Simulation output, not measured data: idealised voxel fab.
Title: Process Module voxel gate over fins
The cross-section shown here is cut; it is 220 nm wide and divided into square cells measuring 5 nm on a side.
Cross-sections here: square-cell grids, written as top-down lists of bands, a band being one or more rows of cells. In this notation a band is specified by the heights of its top and bottom, in that order and in nm, after which its materials appear from left to right, each paired with its width in nm. The word "throughout" attached to a single material means that material fills the band from edge to edge; the word "empty" stands for empty space. Heights from 0 (as-received wafer is one material below). Bottom band endless downward, as "0 down". The expression "30..40" gives the width at the extremes of the band, the first number at its top row of cells and the second at its bottom row, with the width changing by equal amounts from each row to the next in between. A step reported as "identical to before" is a step in which no cell of the cross-section changed. Voids not open to the top, 8 cells minimum: see "Sealed-off cavities". Written width x height at distance; distance is from the left edge; nm. after a step's settings: what the simulator itself notes on the step. For masked steps, "overlay nm" on the step line gives how far right of plan the mask actually lay; a minus sign means it lay to the left.

-- Process steps foreseen in the plan
step 1: RECEIVE [material Si]
step 2: CONFORMAL_DEP [material SiN] [thk nm 10]
step 3: PATTERN [tone cover] [mask id FINS] [material resist] [width nm 15] [pitch nm 50] [thk nm 15] [overlay nm 0]
step 4: DIRECTIONAL_ETCH [etch materials SiN] [depth nm 10]
step 5: DIRECTIONAL_ETCH [etch materials Si] [depth nm 35]
step 6: STRIP [etch materials resist]
step 7: OXIDIZE [depth nm 5]
step 8: FILL_DEP [material SiO2] [thk nm 10]
step 9: CMP [height nm 10]
step 10: PATTERN [tone open] [mask id RAIL] [material resist] [width nm 15] [thk nm 20] [overlay nm 0]
step 11: DIRECTIONAL_ETCH [etch materials SiO2] [depth nm 40]
step 12: STRIP [etch materials resist]
step 13: CONFORMAL_DEP [material TiN] [thk nm 5]
step 14: FILL_DEP [material W] [thk nm 5]
step 15: CMP [height nm 10]
step 16: SELECTIVE_ETCH [etch materials W Ru TiN] [depth nm 30]
step 17: FILL_DEP [material SiO2] [thk nm 5]
step 18: CMP [height nm 10]
step 19: SELECTIVE_ETCH [etch materials SiO2] [depth nm 25]
step 20: STRIP [etch materials SiN]
step 21: CONFORMAL_DEP [material HfO2] [thk nm 5]
step 22: CONFORMAL_DEP [material TiN] [thk nm 5]
step 23: FILL_DEP [material W] [thk nm 15]
step 24: CMP [height nm 20]
step 25: CONFORMAL_DEP [material SiCN] [thk nm 10]

-- As-received state of the wafer in cross-section, equivalent to post-step 1
- 0 down = Si throughout
- Sealed-off cavities: none

-- Here's the wafer cut in cross-section after the module, started and planned just like above, except one thing was done wrong in the run
- 30 to 20 = SiCN throughout
- 20 to 10 = W throughout
- 10 to 5 = 20 of W  25 of TiN  25 of W  25 of TiN  25 of W  25 of TiN  25 of W  25 of TiN  25 of W
- 5 to 0 = 20 of W  5 of TiN  15 of HfO2  5 of TiN  25 of W  5 of TiN  15 of HfO2  5 of TiN  25 of W  5 of TiN  15 of HfO2  5 of TiN  25 of W  5 of TiN  15 of HfO2  5 of TiN  25 of W
- 0 to -5 = 20 of W  5 of TiN  5 of HfO2  5 of Si  5 of HfO2  5 of TiN  25 of W  5 of TiN  5 of HfO2  5 of Si  5 of HfO2  5 of TiN  25 of W  5 of TiN  5 of HfO2  5 of Si  5 of HfO2  5 of TiN  25 of W  5 of TiN  5 of HfO2  5 of Si  5 of HfO2  5 of TiN  25 of W
- -5 to -10 = 25 of TiN  5 of HfO2  5 of Si  5 of HfO2  35 of TiN  5 of HfO2  5 of Si  5 of HfO2  35 of TiN  5 of HfO2  5 of Si  5 of HfO2  35 of TiN  5 of HfO2  5 of Si  5 of HfO2  30 of TiN
- -10 to -15 = 30 of HfO2  5 of Si  45 of HfO2  5 of Si  45 of HfO2  5 of Si  45 of HfO2  5 of Si  35 of HfO2
- -15 to -20 = 30 of SiO2  5 of Si  45 of SiO2  5 of Si  45 of SiO2  5 of Si  45 of SiO2  5 of Si  35 of SiO2
- -20 to -25 = 30 of SiO2  5 of Si  15 of SiO2  5 of TiN  5 of W  5 of TiN  15 of SiO2  5 of Si  45 of SiO2  5 of Si  45 of SiO2  5 of Si  35 of SiO2
- -25 to -30 = 30 of SiO2  5 of Si  15 of SiO2  15 of TiN  15 of SiO2  5 of Si  45 of SiO2  5 of Si  45 of SiO2  5 of Si  35 of SiO2
- -30 to -75 = 30 of SiO2  5 of Si  45 of SiO2  5 of Si  45 of SiO2  5 of Si  45 of SiO2  5 of Si  35 of SiO2
- -75 down = Si throughout
- Sealed-off cavities: none
What went wrong in running the wafer? the plan had its step 5 run twice
